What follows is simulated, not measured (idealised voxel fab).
The following is a process module called voxel air gaps.
Xsec cut, 300 nm wide, square cell size 5 nm.
In what follows, cross-sections appear as grids of square cells, described through bands that run from the top down, where every band is one or more rows of cells.
For a band, the entry starts with two heights in nm, that of the top and then that of the bottom, and carries on with the band's materials in order from left to right, each alongside its width in nm; the word "full width" beside a single material means it fills the band edge to edge, and "blank" means empty space.
Heights from 0 (as-received wafer is one material below). Bottom band endless downward, as "from 0 down".
Per-row width for "30..40": begins at first number (top row of band), ends at second number (bottom row), increment between rows held constant.
"remains unaltered" (step): cross-section cells unchanged, all of them.
"Enclosed void listing": sealed empty spaces, 8 cells or more, no open way to top, listed width x height at distance, with distance from the left edge and width, height and distance in nm.
Anything after a step's settings on that line? It's the simulator's own note about the step.
overlay nm: mask offset rightward from planned place, masked step; negative means leftward offset.
### List of planned process steps
step 1: RECEIVE,material Si
step 2: CONFORMAL_DEP,material SiO2,thk nm 15
step 3: CONFORMAL_DEP,material SiCN,thk nm 5
step 4: DIRECTIONAL_DEP,material lowk,thk nm 30
step 5: PATTERN,tone open,mask id LINES,material resist,width nm 25,pitch nm 55,thk nm 20,overlay nm -15
step 6: DIRECTIONAL_ETCH,etch materials lowk,depth nm 30
step 7: STRIP,etch materials resist
step 8: CONFORMAL_DEP,material TiN,thk nm 5
step 9: FILL_DEP,material W,thk nm 5
step 10: CMP,height nm 50
step 11: EPI,material Ru,thk nm 10
step 12: SELECTIVE_ETCH,etch materials lowk,depth nm 40
step 13: CONFORMAL_DEP,material SiCN,thk nm 5
Heads up: all these wafers start the same, and what changes between them is the overlay nm in step 5. The value you see in the plan is just what the first wafer got.
### The first of several wafers as received, shown in cross-section; this is its state after step 1
  from 0 down | Si full width
  Enclosed void listing: none
### Where each wafer stands at the end of the module, a row apiece: cells of each material gained (+) or lost (-) since it was received, then closed voids
overlay nm -15 | +72 Ru | +216 SiCN | +180 SiO2 | +60 TiN | +60 W | Enclosed void listing: 20 x 20 at 70; 20 x 20 at 125; 20 x 20 at 180
overlay nm -10 | +72 Ru | +216 SiCN | +180 SiO2 | +60 TiN | +60 W | Enclosed void listing: 20 x 20 at 75; 20 x 20 at 130; 20 x 20 at 185
overlay nm -5 | +72 Ru | +216 SiCN | +180 SiO2 | +60 TiN | +60 W | Enclosed void listing: 20 x 20 at 80; 20 x 20 at 135; 20 x 20 at 190
overlay nm 0 | +72 Ru | +216 SiCN | +180 SiO2 | +60 TiN | +60 W | Enclosed void listing: 20 x 20 at 85; 20 x 20 at 140; 20 x 20 at 195
overlay nm 5 | +72 Ru | +216 SiCN | +180 SiO2 | +60 TiN | +60 W | Enclosed void listing: 20 x 20 at 90; 20 x 20 at 145; 20 x 20 at 200
overlay nm 10 | +72 Ru | +216 SiCN | +180 SiO2 | +60 TiN | +60 W | Enclosed void listing: 20 x 20 at 95; 20 x 20 at 150; 20 x 20 at 205
overlay nm 15 | +72 Ru | +216 SiCN | +180 SiO2 | +60 TiN | +60 W | Enclosed void listing: 20 x 20 at 100; 20 x 20 at 155; 20 x 20 at 210
